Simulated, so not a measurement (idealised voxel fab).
The name of this process module is voxel self aligned contacts.
cross-section cut | 250 nm wide | cells 5 nm
Just so we're on the same page, the cross-sections are grids of square cells, and they're listed out in bands top to bottom, each band one or more rows deep. The band entry comprises the height of the band's top followed by the height of its bottom, expressed in nm, and subsequently the band's materials from left to right, each stated together with its width in nm. Where a single material is marked with the word "full width", that material fills the band from edge to edge. The word "air" represents empty space. Beneath 0, the wafer as received is one material, and that level is where height counting begins. The lowest band goes on downward without a bottom; it is written like "0 down". So if you see something like "30..40" for the width, read it as the top row of the band sitting at the first number and the bottom row at the second, with every row in between moving by the same amount as the last. "everything unchanged" -> step changed no cross-section cell. "Enclosed empty spaces" means: voids of 8 cells or more that are shut off from the top with no open way through. Written width x height at distance, distance from the left edge, in nm. Heads up: the bit after the settings on a step's line is the simulator's remark on that step. A step's line can hold "overlay nm"; with a mask on that step, the setting says how far right of the planned place the mask lay, while a negative setting says it lay to the left.

Steps in the process plan:
- 1: RECEIVE,material Si
- 2: OXIDIZE,depth nm 5
- 3: DIRECTIONAL_DEP,material polySi,thk nm 25
- 4: DIRECTIONAL_DEP,material SiN,thk nm 20
- 5: DIRECTIONAL_DEP,material aC,thk nm 15
- 6: PATTERN,tone cover,mask id GATE,material resist,width nm 30,pitch nm 75,thk nm 30,overlay nm 0
- 7: DIRECTIONAL_ETCH,etch materials aC,depth nm 15
- 8: STRIP,etch materials resist
- 9: DIRECTIONAL_ETCH,etch materials SiN,depth nm 20
- 10: DIRECTIONAL_ETCH,etch materials polySi,depth nm 25
- 11: STRIP,etch materials aC
- 12: CONFORMAL_DEP,material SiN,thk nm 10
- 13: DIRECTIONAL_ETCH,etch materials SiN,depth nm 10
- 14: FILL_DEP,material SiO2,thk nm 15
- 15: CMP,height nm 55
- 16: DIRECTIONAL_DEP,material aC,thk nm 15
- 17: PATTERN,tone open,mask id CONTACT,material resist,width nm 55,thk nm 30,overlay nm 0
- 18: DIRECTIONAL_ETCH,etch materials aC,depth nm 15
- 19: STRIP,etch materials resist
- 20: DIRECTIONAL_ETCH,etch materials SiO2,depth nm 60
- 21: STRIP,etch materials aC
- 22: CONFORMAL_DEP,material TiN,thk nm 5
- 23: FILL_DEP,material W,thk nm 5
- 24: CMP,height nm 55
- 25: CONFORMAL_DEP,material SiCN,thk nm 5

Wafer as received: cross-section following step 1:
  0 down: Si full width
  Enclosed empty spaces: none

Look at the cross-section after the module: the wafer started out the way shown above and the plan was the one shown above, yet one mistake was made along the way:
  60 to 55: SiCN full width
  55 to 45: 95 SiO2  5..30 TiN  45..15 W  5..10 TiN  100 SiO2
  45 to 25: 70 SiO2  50 SiN  5 TiN  15 W  5 TiN  50 SiN  55 SiO2
  25 to 0: 70 SiO2  10 SiN  30 polySi  10 SiN  5 TiN  15 W  5 TiN  10 SiN  30 polySi  10 SiN  55 SiO2
  0 to -5: 120 SiO2  25 TiN  105 SiO2
  -5 down: Si full width
  Enclosed empty spaces: none
What went wrong in running the wafer? step 6: run off-plan, actual operation and settings PATTERN,tone cover,mask id GATE,material resist,width nm 30,pitch nm 75,thk nm 30,overlay nm 10
